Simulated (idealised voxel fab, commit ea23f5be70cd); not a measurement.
The following is a process module called voxel capacitor over wiring.
FYI the section here is cut, 220 nm wide, cells are 5 nm squares.
A cross-section in this document is a grid of square cells, and it is written down as bands, the top band listed before the ones below it; a band is made up of one or more rows of cells.
The entry gives the band's vertical extent as a top height and a bottom height in nm, then its horizontal make-up as materials from left to right, each with a width in nm. "blank" stands for empty space; a single material marked "all across" fills the band edge to edge.
Heights are measured from 0, the level below which the as-received wafer is all one material; the lowest band has no bottom and continues downward, written as in "0..down".
Width spec "30->40" -> top row of cells at first value, bottom row at second value, equal per-row change in between.
Basically "identical to before" means that step didn't change any cell in the cross-section.
The entry titled "Tabulated closed voids" provides the empty spaces that have no open way to the top, restricted to those of 8 cells or more. Each is presented as width x height at distance, the distance being measured from the left edge, with all three in nm.
Formally, on a step line, whatever follows the settings is a remark that the simulator itself makes on the step.
A step's line can hold "overlay nm"; with a mask on that step, the setting says how far right of the planned place the mask lay, while a negative setting says it lay to the left.
[The following list gives the planned process steps]
- 1: RECEIVE with material Si
- 2: CONFORMAL_DEP with material SiO2, thk nm 15
- 3: CONFORMAL_DEP with material SiN, thk nm 5
- 4: DIRECTIONAL_DEP with material SiO2, thk nm 15
- 5: DIRECTIONAL_DEP with material aC, thk nm 10
- 6: PATTERN with tone open, mask id METAL_1, material resist, width nm 25, pitch nm 95, thk nm 30, overlay nm 0
- 7: DIRECTIONAL_ETCH with etch materials aC, depth nm 10
- 8: STRIP with etch materials resist
- 9: DIRECTIONAL_ETCH with etch materials SiO2, depth nm 15
- 10: DIRECTIONAL_ETCH with etch materials SiN, depth nm 5
- 11: STRIP with etch materials aC
- 12: CONFORMAL_DEP with material TiN, thk nm 5
- 13: FILL_DEP with material W, thk nm 10
- 14: CMP with height nm 35
- 15: CONFORMAL_DEP with material SiCN, thk nm 5
- 16: DIRECTIONAL_DEP with material lowk, thk nm 15
- 17: MASKED_ETCH with tone open, mask id PLUG_1, width nm 15, etch materials lowk, depth nm 15, overlay nm 0
- 18: MASKED_ETCH with tone open, mask id PLUG_1, width nm 15, etch materials SiCN, depth nm 5, overlay nm 0
- 19: EPI with material Ru, thk nm 10
- 20: EPI with material Ru, thk nm 10
- 21: DIRECTIONAL_DEP with material TiN, thk nm 5
- 22: DIRECTIONAL_DEP with material HfO2, thk nm 5
- 23: DIRECTIONAL_DEP with material TiN, thk nm 5
- 24: DIRECTIONAL_DEP with material aC, thk nm 10
- 25: PATTERN with tone cover, mask id UPPER_PLATE, material resist, width nm 75, thk nm 30, overlay nm 0
- 26: DIRECTIONAL_ETCH with etch materials aC, depth nm 10
- 27: STRIP with etch materials resist
- 28: DIRECTIONAL_ETCH with etch materials TiN, depth nm 5
- 29: DIRECTIONAL_ETCH with etch materials HfO2, depth nm 5
- 30: STRIP with etch materials aC
- 31: PATTERN with tone cover, mask id LOWER_PLATE, material resist, width nm 85, thk nm 15, overlay nm 0
- 32: DIRECTIONAL_ETCH with etch materials TiN, depth nm 5
- 33: STRIP with etch materials resist
- 34: FILL_DEP with material SiO2, thk nm 20
- 35: CMP with height nm 85
- 36: DIRECTIONAL_DEP with material aC, thk nm 5
- 37: PATTERN with tone open, mask id PLUG_2, material resist, width nm 15, thk nm 30, overlay nm 0
- 38: DIRECTIONAL_ETCH with etch materials aC, depth nm 10
- 39: STRIP with etch materials resist
- 40: DIRECTIONAL_ETCH with etch materials SiO2, depth nm 15
- 41: STRIP with etch materials aC
- 42: CONFORMAL_DEP with material TiN, thk nm 5
- 43: FILL_DEP with material Cu, thk nm 10
- 44: CMP with height nm 85
- 45: CONFORMAL_DEP with material SiCN, thk nm 5
varied across the wafers: thk nm of step 36. The plan shows the first wafer's value. All wafers start alike
[The as-received cross-section of the first of several wafers corresponds to the state after step 1]
	0..down | Si all across
	Tabulated closed voids: none
[Tabulated below, wafer by wafer, are the end-of-module results: for each material, the number of cells gained (+) or lost (-) relative to the as-received state, followed by the closed voids]
thk nm 5, +2 Cu, +15 HfO2, +12 Ru, +85 SiCN, +34 SiN, +442 SiO2, +61 TiN, +18 W, +123 lowk, Tabulated closed voids: none
thk nm 10, +2 Cu, +15 HfO2, +12 Ru, +85 SiCN, +34 SiN, +442 SiO2, +61 TiN, +18 W, +123 lowk, Tabulated closed voids: none
thk nm 15, +15 HfO2, +12 Ru, +85 SiCN, +34 SiN, +451 SiO2, +54 TiN, +18 W, +123 lowk, Tabulated closed voids: none
thk nm 20, +15 HfO2, +12 Ru, +85 SiCN, +34 SiN, +451 SiO2, +54 TiN, +18 W, +123 lowk, Tabulated closed voids: none
thk nm 25, +15 HfO2, +12 Ru, +85 SiCN, +34 SiN, +451 SiO2, +54 TiN, +18 W, +123 lowk, Tabulated closed voids: none
